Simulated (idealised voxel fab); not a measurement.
The following is a process module called voxel gate over fins.
240 nm wide, 5 nm square cells: that's cross-section cut.
This document writes a cross-section as a grid whose cells are square, and gives it as bands, listed from the top down; one or more rows of cells form a band.
For a band, the entry starts with two heights in nm, that of the top and then that of the bottom, and carries on with the band's materials in order from left to right, each alongside its width in nm; the word "all across" beside a single material means it fills the band edge to edge, and "air" means empty space.
Height 0 is the level under which the wafer as received is all one material. The lowest band goes on downwards, as in "0 down".
The two numbers in a width such as "30..40" mark its ends across the band: the first belongs to the top row of cells, the second to the bottom row, and from each row to the next the width moves by the same amount.
Any step labelled "no alteration" changed none of the cells in the cross-section.
So "Catalogued sealed voids" is basically the list of trapped voids: any empty space of 8 cells or more that can't reach the top through an opening. They're written width x height at distance, the distance being from the left edge, and it's all nm.
That trailing text on a step's line, after the settings, is the simulator's own remark on the step.
A step's line can hold "overlay nm"; with a mask on that step, the setting says how far right of the planned place the mask lay, while a negative setting says it lay to the left.
### Intended process steps
1,RECEIVE [material Si]
2,CONFORMAL_DEP [material SiN] [thk nm 10]
3,DIRECTIONAL_DEP [material aC] [thk nm 15]
4,PATTERN [tone cover] [mask id FINS] [material resist] [width nm 15] [pitch nm 35] [thk nm 30] [overlay nm 0]
5,DIRECTIONAL_ETCH [etch materials aC] [depth nm 15]
6,STRIP [etch materials resist]
7,DIRECTIONAL_ETCH [etch materials SiN] [depth nm 10]
8,DIRECTIONAL_ETCH [etch materials Si] [depth nm 35]
9,STRIP [etch materials aC]
10,OXIDIZE [depth nm 5]
11,FILL_DEP [material SiO2] [thk nm 5]
12,CMP [height nm 10]
13,SELECTIVE_ETCH [etch materials SiO2] [depth nm 25]
14,STRIP [etch materials SiN]
15,CONFORMAL_DEP [material HfO2] [thk nm 5]
16,CONFORMAL_DEP [material TiN] [thk nm 5]
17,FILL_DEP [material W] [thk nm 10]
18,CMP [height nm 15]
19,CONFORMAL_DEP [material SiN] [thk nm 5]
### The cross-section here shows the wafer as received, i.e. in its state after step 1
- 0 down | Si all across
- Catalogued sealed voids: none
### Here's the cross-section of the first of our two wafers at the end of the module - it ran as planned
- 20 to 15 | SiN all across
- 15 to 10 | W all across
- 10 to 5 | W: 70  TiN: 25  W: 10  TiN: 25  W: 10  TiN: 25  W: 75
- 5 to 0 | W: 70  TiN: 5  HfO2: 15  TiN: 5  W: 10  TiN: 5  HfO2: 15  TiN: 5  W: 10  TiN: 5  HfO2: 15  TiN: 5  W: 75
- 0 to -5 | W: 70  TiN: 5  HfO2: 5  Si: 5  HfO2: 5  TiN: 5  W: 10  TiN: 5  HfO2: 5  Si: 5  HfO2: 5  TiN: 5  W: 10  TiN: 5  HfO2: 5  Si: 5  HfO2: 5  TiN: 5  W: 75
- -5 to -10 | TiN: 75  HfO2: 5  Si: 5  HfO2: 5  TiN: 20  HfO2: 5  Si: 5  HfO2: 5  TiN: 20  HfO2: 5  Si: 5  HfO2: 5  TiN: 80
- -10 to -15 | HfO2: 80  Si: 5  HfO2: 30  Si: 5  HfO2: 30  Si: 5  HfO2: 85
- -15 to -40 | SiO2: 80  Si: 5  SiO2: 30  Si: 5  SiO2: 30  Si: 5  SiO2: 85
- -40 down | Si all across
- Catalogued sealed voids: none
### Wafer two, end of module, cross-section. Same start, same plan as wafer one. One mistake in the run
- 20 to 15 | SiN all across
- 15 to 10 | W all across
- 10 to 5 | W: 70  TiN: 25  W: 10  TiN: 25  W: 10  TiN: 25  W: 75
- 5 to 0 | W: 70  TiN: 5  HfO2: 15  TiN: 5  W: 10  TiN: 5  HfO2: 15  TiN: 5  W: 10  TiN: 5  HfO2: 15  TiN: 5  W: 75
- 0 to -30 | W: 70  TiN: 5  HfO2: 5  Si: 5  HfO2: 5  TiN: 5  W: 10  TiN: 5  HfO2: 5  Si: 5  HfO2: 5  TiN: 5  W: 10  TiN: 5  HfO2: 5  Si: 5  HfO2: 5  TiN: 5  W: 75
- -30 to -35 | TiN: 75  HfO2: 5  Si: 5  HfO2: 5  TiN: 20  HfO2: 5  Si: 5  HfO2: 5  TiN: 20  HfO2: 5  Si: 5  HfO2: 5  TiN: 80
- -35 to -40 | HfO2: 80  Si: 5  HfO2: 30  Si: 5  HfO2: 30  Si: 5  HfO2: 85
- -40 down | Si all across
- Catalogued sealed voids: none
Heads up, the wafer didn't run the way we planned it: the plan's step 13 ran twice
In the final state, the cell counts of the second wafer exceed or fall short of those of the first for the following materials: HfO2 +30 | SiO2 -225 | TiN +30 | W +165
